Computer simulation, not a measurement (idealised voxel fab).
process module | voxel wiring stack
Cross-sectional view cut (width: 205 nm; square cell size: 5 nm).
Each cross-section below is a grid of square cells, stated as bands in top-down order, with one or more rows of cells making up each band. In this notation a band is specified by the heights of its top and bottom, in that order and in nm, after which its materials appear from left to right, each paired with its width in nm. The word "throughout" attached to a single material means that material fills the band from edge to edge; the word "air" stands for empty space. Heights are reckoned from 0. Under this level, the received wafer is all of one material. The bottommost band is open-ended downward, for example "0 down". A width such as "30->40" changes by the same amount from each row of cells to the next, from the band's top row to its bottom row. "nothing altered" means the step left every cell of the cross-section as it was. Voids not open to the top, 8 cells minimum: see "Closed voids list". Written width x height at distance; distance is from the left edge; nm. On a step's line, text after the settings is the simulator commenting on that step. What "overlay nm" on a step's line means: if the step has a mask, that mask lay this far to the right of its planned place, or, when the value is negative, to the left. Guide to the pairs. Each holds a before and an after cross-section around one process step; the after cross-section is cut off at the lowest band that changed. Look under the pair for the step between them and its settings. Pairs can come from different runs of this module on the same starting wafer, so a pair follows on from the one above it only where its entry headed "Prior state" says it does.
# Prior state
65 to 50 | lowk: 40 / air: 15 / lowk: 35 / air: 15 / lowk: 35 / air: 15 / lowk: 50
50 to 45 | SiCN: 40 / air: 15 / SiCN: 35 / air: 15 / SiCN: 35 / air: 15 / SiCN: 50
45 to 20 | lowk: 50 / TiN: 5 / Cu: 15 / TiN: 5 / lowk: 25 / TiN: 5 / Cu: 15 / TiN: 5 / lowk: 25 / TiN: 5 / Cu: 15 / TiN: 5 / lowk: 30
20 to 15 | SiCN: 50 / TiN: 25 / SiCN: 25 / TiN: 25 / SiCN: 25 / TiN: 25 / SiCN: 30
15 to 0 | SiO2 throughout
0 down | Si throughout
Closed voids list: none
# Cut View, Post-Step
70 to 65 | TiN: 45 / air: 5 / TiN: 45 / air: 5 / TiN: 45 / air: 5 / TiN: 55
65 to 50 | lowk: 40 / TiN: 5 / air: 5 / TiN: 5 / lowk: 35 / TiN: 5 / air: 5 / TiN: 5 / lowk: 35 / TiN: 5 / air: 5 / TiN: 5 / lowk: 50
50 to 45 | SiCN: 40 / TiN: 15 / SiCN: 35 / TiN: 15 / SiCN: 35 / TiN: 15 / SiCN: 50
For the remainder of the cross-section, below 45, there is no change.
Closed voids list: none
It is this step that lies between the two cross-sections above: CONFORMAL_DEP with material TiN, thk nm 5
Prior state: see preceding pair, after cross-section.
# Cut View, Post-Step
75 to 70 | Ru throughout
70 to 65 | TiN: 45 / Ru: 5 / TiN: 45 / Ru: 5 / TiN: 45 / Ru: 5 / TiN: 55
65 to 50 | lowk: 40 / TiN: 5 / Ru: 5 / TiN: 5 / lowk: 35 / TiN: 5 / Ru: 5 / TiN: 5 / lowk: 35 / TiN: 5 / Ru: 5 / TiN: 5 / lowk: 50
For the remainder of the cross-section, below 50, there is no change.
Closed voids list: none
It is this step that lies between the two cross-sections above: FILL_DEP with material Ru, thk nm 5
Prior state: see preceding pair, after cross-section.
# Cut View, Post-Step
65 to 50 | lowk: 40 / TiN: 5 / Ru: 5 / TiN: 5 / lowk: 35 / TiN: 5 / Ru: 5 / TiN: 5 / lowk: 35 / TiN: 5 / Ru: 5 / TiN: 5 / lowk: 50
For the remainder of the cross-section, below 50, there is no change.
Closed voids list: none
It is this step that lies between the two cross-sections above: CMP with height nm 65
Prior state: see preceding pair, after cross-section.
# Cut View, Post-Step
70 to 65 | TiN throughout
For the remainder of the cross-section, below 65, there is no change.
Closed voids list: none
It is this step that lies between the two cross-sections above: DIRECTIONAL_DEP with material TiN, thk nm 5
Prior state: see preceding pair, after cross-section.
# Cut View, Post-Step
90 to 70 | W throughout
For the remainder of the cross-section, below 70, there is no change.
Closed voids list: none
It is this step that lies between the two cross-sections above: DIRECTIONAL_DEP with material W, thk nm 20
Prior state: see preceding pair, after cross-section.
# Cut View, Post-Step
90 to 70 | air: 40 / W: 25 / air: 25 / W: 25 / air: 25 / W: 25 / air: 40
For the remainder of the cross-section, below 70, there is no change.
Closed voids list: none
It is this step that lies between the two cross-sections above: MASKED_ETCH with tone cover, mask id METAL_2, width nm 25, pitch nm 50, etch materials W, depth nm 20, overlay nm 0
Prior state: see preceding pair, after cross-section.
# Cut View, Post-Step
90 to 70 | air: 40 / W: 25 / air: 25 / W: 25 / air: 25 / W: 25 / air: 40
70 to 65 | air: 40 / TiN: 25 / air: 25 / TiN: 25 / air: 25 / TiN: 25 / air: 40
For the remainder of the cross-section, below 65, there is no change.
Closed voids list: none
It is this step that lies between the two cross-sections above: MASKED_ETCH with tone cover, mask id METAL_2, width nm 25, pitch nm 50, etch materials TiN, depth nm 5, overlay nm 0
Prior state: see preceding pair, after cross-section.
# Cut View, Post-Step
95 to 90 | SiO2 throughout
90 to 70 | SiO2: 40 / W: 25 / SiO2: 25 / W: 25 / SiO2: 25 / W: 25 / SiO2: 40
70 to 65 | SiO2: 40 / TiN: 25 / SiO2: 25 / TiN: 25 / SiO2: 25 / TiN: 25 / SiO2: 40
For the remainder of the cross-section, below 65, there is no change.
Closed voids list: none
It is this step that lies between the two cross-sections above: FILL_DEP with material SiO2, thk nm 5
Prior state: see preceding pair, after cross-section.
# Cut View, Post-Step
90 to 70 | SiO2: 40 / W: 25 / SiO2: 25 / W: 25 / SiO2: 25 / W: 25 / SiO2: 40
For the remainder of the cross-section, below 70, there is no change.
Closed voids list: none
It is this step that lies between the two cross-sections above: CMP with height nm 90
Prior state: see preceding pair, after cross-section.
# Cut View, Post-Step
95 to 90 | SiN throughout
For the remainder of the cross-section, below 90, there is no change.
Closed voids list: none
It is this step that lies between the two cross-sections above: CONFORMAL_DEP with material SiN, thk nm 5
# Prior state
50 to 45 | SiCN throughout
45 to 20 | lowk: 40 / TiN: 5 / Cu: 15 / TiN: 5 / lowk: 25 / TiN: 5 / Cu: 15 / TiN: 5 / lowk: 25 / TiN: 5 / Cu: 15 / TiN: 5 / lowk: 40
20 to 15 | SiCN: 40 / TiN: 25 / SiCN: 25 / TiN: 25 / SiCN: 25 / TiN: 25 / SiCN: 40
15 to 0 | SiO2 throughout
0 down | Si throughout
Closed voids list: none
# Cut View, Post-Step
65 to 50 | Cu throughout
For the remainder of the cross-section, below 50, there is no change.
Closed voids list: none
It is this step that lies between the two cross-sections above: DIRECTIONAL_DEP with material Cu, thk nm 15
Prior state: see preceding pair, after cross-section.
# Cut View, Post-Step
80 to 65 | aC throughout
For the remainder of the cross-section, below 65, there is no change.
Closed voids list: none
It is this step that lies between the two cross-sections above: DIRECTIONAL_DEP with material aC, thk nm 15
Prior state: see preceding pair, after cross-section.
# Cut View, Post-Step
110 to 80 | resist: 40 / air: 15 / resist: 35 / air: 15 / resist: 35 / air: 15 / resist: 50
For the remainder of the cross-section, below 80, there is no change.
Closed voids list: none
It is this step that lies between the two cross-sections above: PATTERN with tone open, mask id PLUG_1, material resist, width nm 15, pitch nm 50, thk nm 30, overlay nm 0
Prior state: see preceding pair, after cross-section.
# Cut View, Post-Step
95 to 80 | resist: 40 / air: 15 / resist: 35 / air: 15 / resist: 35 / air: 15 / resist: 50
80 to 65 | aC: 40 / air: 15 / aC: 35 / air: 15 / aC: 35 / air: 15 / aC: 50
For the remainder of the cross-section, below 65, there is no change.
Closed voids list: none
It is this step that lies between the two cross-sections above: DIRECTIONAL_ETCH with etch materials aC, depth nm 15
Prior state: see preceding pair, after cross-section.
# Cut View, Post-Step
80 to 65 | aC: 40 / air: 15 / aC: 35 / air: 15 / aC: 35 / air: 15 / aC: 50
For the remainder of the cross-section, below 65, there is no change.
Closed voids list: none
It is this step that lies between the two cross-sections above: STRIP with etch materials resist
Prior state: see preceding pair, after cross-section.
# Cut View, Post-Step
65 to 50 | Cu throughout
For the remainder of the cross-section, below 50, there is no change.
Closed voids list: none
It is this step that lies between the two cross-sections above: STRIP with etch materials aC
Prior state: see preceding pair, after cross-section.
# Cut View, Post-Step
70 to 65 | TiN throughout
For the remainder of the cross-section, below 65, there is no change.
Closed voids list: none
It is this step that lies between the two cross-sections above: CONFORMAL_DEP with material TiN, thk nm 5
Prior state: see preceding pair, after cross-section.
# Cut View, Post-Step
75 to 70 | Ru throughout
For the remainder of the cross-section, below 70, there is no change.
Closed voids list: none
It is this step that lies between the two cross-sections above: FILL_DEP with material Ru, thk nm 5
Prior state: see preceding pair, after cross-section.
# Cut View, Post-Step
65 to 50 | Cu throughout
For the remainder of the cross-section, below 50, there is no change.
Closed voids list: none
It is this step that lies between the two cross-sections above: CMP with height nm 65
Prior state: see preceding pair, after cross-section.
# Cut View, Post-Step
70 to 65 | TiN throughout
For the remainder of the cross-section, below 65, there is no change.
Closed voids list: none
It is this step that lies between the two cross-sections above: DIRECTIONAL_DEP with material TiN, thk nm 5
Prior state: see preceding pair, after cross-section.
# Cut View, Post-Step
90 to 70 | W throughout
For the remainder of the cross-section, below 70, there is no change.
Closed voids list: none
It is this step that lies between the two cross-sections above: DIRECTIONAL_DEP with material W, thk nm 20
Prior state: see preceding pair, after cross-section.
# Cut View, Post-Step
90 to 70 | air: 40 / W: 25 / air: 25 / W: 25 / air: 25 / W: 25 / air: 40
For the remainder of the cross-section, below 70, there is no change.
Closed voids list: none
It is this step that lies between the two cross-sections above: MASKED_ETCH with tone cover, mask id METAL_2, width nm 25, pitch nm 50, etch materials W, depth nm 20, overlay nm 0
Prior state: see preceding pair, after cross-section.
# Cut View, Post-Step
90 to 70 | air: 40 / W: 25 / air: 25 / W: 25 / air: 25 / W: 25 / air: 40
70 to 65 | air: 40 / TiN: 25 / air: 25 / TiN: 25 / air: 25 / TiN: 25 / air: 40
For the remainder of the cross-section, below 65, there is no change.
Closed voids list: none
It is this step that lies between the two cross-sections above: MASKED_ETCH with tone cover, mask id METAL_2, width nm 25, pitch nm 50, etch materials TiN, depth nm 5, overlay nm 0
Prior state: see preceding pair, after cross-section.
# Cut View, Post-Step
95 to 90 | SiO2 throughout
90 to 70 | SiO2: 40 / W: 25 / SiO2: 25 / W: 25 / SiO2: 25 / W: 25 / SiO2: 40
70 to 65 | SiO2: 40 / TiN: 25 / SiO2: 25 / TiN: 25 / SiO2: 25 / TiN: 25 / SiO2: 40
For the remainder of the cross-section, below 65, there is no change.
Closed voids list: none
It is this step that lies between the two cross-sections above: FILL_DEP with material SiO2, thk nm 5
Prior state: see preceding pair, after cross-section.
# Cut View, Post-Step
90 to 70 | SiO2: 40 / W: 25 / SiO2: 25 / W: 25 / SiO2: 25 / W: 25 / SiO2: 40
For the remainder of the cross-section, below 70, there is no change.
Closed voids list: none
It is this step that lies between the two cross-sections above: CMP with height nm 90
Prior state: see preceding pair, after cross-section.
# Cut View, Post-Step
95 to 90 | SiN throughout
For the remainder of the cross-section, below 90, there is no change.
Closed voids list: none
It is this step that lies between the two cross-sections above: CONFORMAL_DEP with material SiN, thk nm 5
# Prior state
90 to 70 | W throughout
70 to 65 | TiN throughout
65 to 50 | lowk: 40 / TiN: 5 / Ru: 5 / TiN: 5 / lowk: 35 / TiN: 5 / Ru: 5 / TiN: 5 / lowk: 35 / TiN: 5 / Ru: 5 / TiN: 5 / lowk: 50
50 to 45 | SiCN: 40 / TiN: 15 / SiCN: 35 / TiN: 15 / SiCN: 35 / TiN: 15 / SiCN: 50
45 to 20 | lowk: 40 / TiN: 5 / Cu: 15 / TiN: 5 / lowk: 25 / TiN: 5 / Cu: 15 / TiN: 5 / lowk: 25 / TiN: 5 / Cu: 15 / TiN: 5 / lowk: 40
20 to 15 | SiCN: 40 / TiN: 25 / SiCN: 25 / TiN: 25 / SiCN: 25 / TiN: 25 / SiCN: 40
15 to 0 | SiO2 throughout
0 down | Si throughout
Closed voids list: none
# Cut View, Post-Step
90 to 70 | W: 40 / air: 25 / W: 25 / air: 25 / W: 25 / air: 25 / W: 40
For the remainder of the cross-section, below 70, there is no change.
Closed voids list: none
It is this step that lies between the two cross-sections above: MASKED_ETCH with tone open, mask id METAL_2, width nm 25, pitch nm 50, etch materials W, depth nm 20, overlay nm 0
Prior state: see preceding pair, after cross-section.
# Cut View, Post-Step
95 to 90 | SiO2 throughout
90 to 70 | W: 40 / SiO2: 25 / W: 25 / SiO2: 25 / W: 25 / SiO2: 25 / W: 40
For the remainder of the cross-section, below 70, there is no change.
Closed voids list: none
It is this step that lies between the two cross-sections above: FILL_DEP with material SiO2, thk nm 5
Prior state: see preceding pair, after cross-section.
# Cut View, Post-Step
90 to 70 | W: 40 / SiO2: 25 / W: 25 / SiO2: 25 / W: 25 / SiO2: 25 / W: 40
For the remainder of the cross-section, below 70, there is no change.
Closed voids list: none
It is this step that lies between the two cross-sections above: CMP with height nm 90
Prior state: see preceding pair, after cross-section.
# Cut View, Post-Step
95 to 90 | SiN throughout
For the remainder of the cross-section, below 90, there is no change.
Closed voids list: none
It is this step that lies between the two cross-sections above: CONFORMAL_DEP with material SiN, thk nm 5
